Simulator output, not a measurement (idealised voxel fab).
The process module that follows is named voxel plated lines.
Each square cell in cross-section cut measures 5 nm, and the section as a whole is 245 nm wide.
Cross-section layout: square cells on a grid; listed as bands, top to bottom; a band spans one or more cell rows.
This entry defines a band. It first specifies the height of the band's top and the height of its bottom in nm, and then specifies the band's materials from left to right, stating each material with its width in nm. The word "everywhere" identifies a single material that fills the band from edge to edge, while the word "empty" identifies empty space.
Counting heights begins at 0, where everything beneath is, in the wafer as received, one material. The lowest band has no bottom; it goes on downwards, as "0 nm and below" shows.
The expression "30..40" gives the width at the extremes of the band, the first number at its top row of cells and the second at its bottom row, with the width changing by equal amounts from each row to the next in between.
Basically "nothing different" means that step didn't change any cell in the cross-section.
Empty spaces without an open route to the top, at least 8 cells in extent, make up the entry "Fully enclosed voids"; each is given as width x height at distance, where the distance is measured from the left edge, and all are in nm.
Where a step's line continues beyond its settings, the continuation is a remark by the simulator itself on that step.
overlay nm: on a step with a mask, how far right of its planned place the mask lay; negative means left.

Listed below are the process steps as planned:
- 1: RECEIVE: material Si
- 2: CONFORMAL_DEP: material SiO2, thk nm 10
- 3: DIRECTIONAL_DEP: material TiN, thk nm 5
- 4: PATTERN: tone open, mask id LINES, material resist, width nm 25, pitch nm 55, thk nm 15, overlay nm 0
- 5: EPI: material Ru, thk nm 10
- 6: STRIP: etch materials resist
- 7: DIRECTIONAL_ETCH: etch materials TiN, depth nm 5
- 8: CONFORMAL_DEP: material SiCN, thk nm 10

On the first of the two wafers: run conducted according to plan:

Cross-section of the incoming wafer, state after step 1:
* 0 nm and below | Si everywhere
* Fully enclosed voids: none

So this is the wafer cross-section right after step 2:
* 10 nm to 0 nm | SiO2 everywhere
* All layers under 0 are left as they were.

So this is the wafer cross-section right after step 3:
* 15 nm to 10 nm | TiN everywhere
* All layers under 10 are left as they were.

So this is the wafer cross-section right after step 4:
* 30 nm to 15 nm | resist: 80 / empty: 25 / resist: 30 / empty: 25 / resist: 85
* All layers under 15 are left as they were.

So this is the wafer cross-section right after step 5:
* 30 nm to 25 nm | resist: 80 / empty: 25 / resist: 30 / empty: 25 / resist: 85
* 25 nm to 15 nm | resist: 80 / Ru: 25 / resist: 30 / Ru: 25 / resist: 85
* All layers under 15 are left as they were.

So this is the wafer cross-section right after step 6:
* 25 nm to 15 nm | empty: 80 / Ru: 25 / empty: 30 / Ru: 25 / empty: 85
* All layers under 15 are left as they were.

So this is the wafer cross-section right after step 7:
* 25 nm to 15 nm | empty: 80 / Ru: 25 / empty: 30 / Ru: 25 / empty: 85
* 15 nm to 10 nm | empty: 80 / TiN: 25 / empty: 30 / TiN: 25 / empty: 85
* All layers under 10 are left as they were.

So this is the wafer cross-section right after step 8:
* 35 nm to 25 nm | empty: 70 / SiCN: 45 / empty: 10 / SiCN: 45 / empty: 75
* 25 nm to 20 nm | empty: 70 / SiCN: 10 / Ru: 25 / SiCN: 10 / empty: 10 / SiCN: 10 / Ru: 25 / SiCN: 10 / empty: 75
* 20 nm to 15 nm | SiCN: 80 / Ru: 25 / SiCN: 30 / Ru: 25 / SiCN: 85
* 15 nm to 10 nm | SiCN: 80 / TiN: 25 / SiCN: 30 / TiN: 25 / SiCN: 85
* All layers under 10 are left as they were.

What follows concerns the second wafer, which started out like the first and was meant to follow the very same plan; one mistake crept in when it was run, but everything up to and including step 1 is the same as for the first wafer:

Here is the second wafer in cross-section at the point where step 2 of the plan should have been done:
* 5 nm to 0 nm | TiN everywhere
* All layers under 0 are left as they were.

Here is the second wafer in cross-section at the point where step 3 of the plan should have been done:
* 15 nm to 5 nm | SiO2 everywhere
* All layers under 5 are left as they were.

Here is the second wafer in cross-section at the point where step 4 of the plan should have been done:
* 30 nm to 15 nm | resist: 80 / empty: 25 / resist: 30 / empty: 25 / resist: 85
* All layers under 15 are left as they were.

Here is the second wafer in cross-section at the point where step 5 of the plan should have been done: nothing different

Here is the second wafer in cross-section at the point where step 6 of the plan should have been done:
* 15 nm to 5 nm | SiO2 everywhere
* All layers under 5 are left as they were.

Here is the second wafer in cross-section at the point where step 7 of the plan should have been done: nothing different

Here is the second wafer in cross-section at the point where step 8 of the plan should have been done:
* 25 nm to 15 nm | SiCN everywhere
* All layers under 15 are left as they were.
Against the plan, the run slipped here: ran 2 and 3 in swapped order versus the plan
Final wafer comparison in cells, second versus first, more or fewer per material: Ru -20 | SiCN -24 | TiN +39
